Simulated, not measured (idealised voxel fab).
Process module under the name voxel self aligned vias
The figure presents cross-section cut, which has a width of 225 nm and is divided into square cells with an edge length of 5 nm.
The cross-sections in this document take the form of a grid made of square cells. They are written out as bands, in order from top to bottom. Each band consists of one or more rows of cells. Band: top and bottom heights (nm) first, top before bottom; then materials from left to right, widths in nm. "edge to edge" marks a sole material filling the band edge to edge. "empty" denotes empty space. Height 0 is the level under which the wafer as received is all one material. The lowest band goes on downwards, as in "0 -> down". It should be noted that a width expressed as "30..40" varies in equal increments from row to row of cells within the band, taking the value of the first number at the top row and that of the second number at the bottom row. Where a step carries "no modification", the cross-section came out of it unchanged, cell for cell. What "Closed voids list" gives you is every empty space of 8 cells or more that is cut off from the top. Each appears as width x height at distance, with the distance taken from the left edge and width, height and distance all in nm. Past the settings on a step's line: simulator remark, on that step. Regarding "overlay nm": on a step with a mask, it is the distance the mask lay to the right of its planned place; a negative value places it to the left.

Planned step list for the process:
step 1: RECEIVE with material Si
step 2: CONFORMAL_DEP with material SiO2, thk nm 15
step 3: CONFORMAL_DEP with material SiCN, thk nm 5
step 4: DIRECTIONAL_DEP with material SiO2, thk nm 20
step 5: DIRECTIONAL_DEP with material aC, thk nm 10
step 6: PATTERN with tone open, mask id LINES, material resist, width nm 20, pitch nm 45, thk nm 30, overlay nm 0
step 7: DIRECTIONAL_ETCH with etch materials aC, depth nm 10
step 8: STRIP with etch materials resist
step 9: DIRECTIONAL_ETCH with etch materials SiO2, depth nm 20
step 10: STRIP with etch materials aC
step 11: CONFORMAL_DEP with material TiN, thk nm 5
step 12: FILL_DEP with material Ru, thk nm 5
step 13: CMP with height nm 40
step 14: SELECTIVE_ETCH with etch materials W Ru TiN, depth nm 10
step 15: FILL_DEP with material SiN, thk nm 10
step 16: CMP with height nm 40
step 17: DIRECTIONAL_DEP with material SiO2, thk nm 20
step 18: MASKED_ETCH with tone open, mask id VIAS, width nm 30, pitch nm 90, etch materials SiO2, depth nm 20, overlay nm 0
step 19: MASKED_ETCH with tone open, mask id VIAS, width nm 30, pitch nm 90, etch materials SiN, depth nm 10, overlay nm 0
step 20: CONFORMAL_DEP with material TiN, thk nm 5
step 21: FILL_DEP with material W, thk nm 10
step 22: CMP with height nm 60
step 23: CONFORMAL_DEP with material SiCN, thk nm 5

Incoming wafer in cross-section (state: after step 1):
  0 -> down: Si edge to edge
  Closed voids list: none

A wafer at the end: this start, this plan, one mistake:
  65 -> 60: SiCN edge to edge
  60 -> 45: 50 nm SiO2  5 nm TiN  20 nm W  5 nm TiN  60 nm SiO2  5 nm TiN  20 nm W  5 nm TiN  55 nm SiO2
  45 -> 40: 50 nm SiO2  10 nm TiN  15 nm W  5 nm TiN  60 nm SiO2  10 nm TiN  15 nm W  5 nm TiN  55 nm SiO2
  40 -> 35: 55 nm SiO2  5 nm TiN  15 nm W  5 nm TiN  20 nm SiO2  25 nm SiN  20 nm SiO2  5 nm TiN  15 nm W  5 nm TiN  55 nm SiO2
  35 -> 30: 55 nm SiO2  25 nm TiN  20 nm SiO2  25 nm SiN  20 nm SiO2  25 nm TiN  55 nm SiO2
  30 -> 25: 55 nm SiO2  5 nm TiN  15 nm Ru  5 nm TiN  20 nm SiO2  5 nm TiN  15 nm Ru  5 nm TiN  20 nm SiO2  5 nm TiN  15 nm Ru  5 nm TiN  55 nm SiO2
  25 -> 20: 55 nm SiO2  25 nm TiN  20 nm SiO2  25 nm TiN  20 nm SiO2  25 nm TiN  55 nm SiO2
  20 -> 15: SiCN edge to edge
  15 -> 0: SiO2 edge to edge
  0 -> down: Si edge to edge
  Closed voids list: none
Deviation noted in wafer processing: not per plan at step 6, really ran PATTERN with tone open, mask id LINES, material resist, width nm 25, pitch nm 45, thk nm 30, overlay nm 0
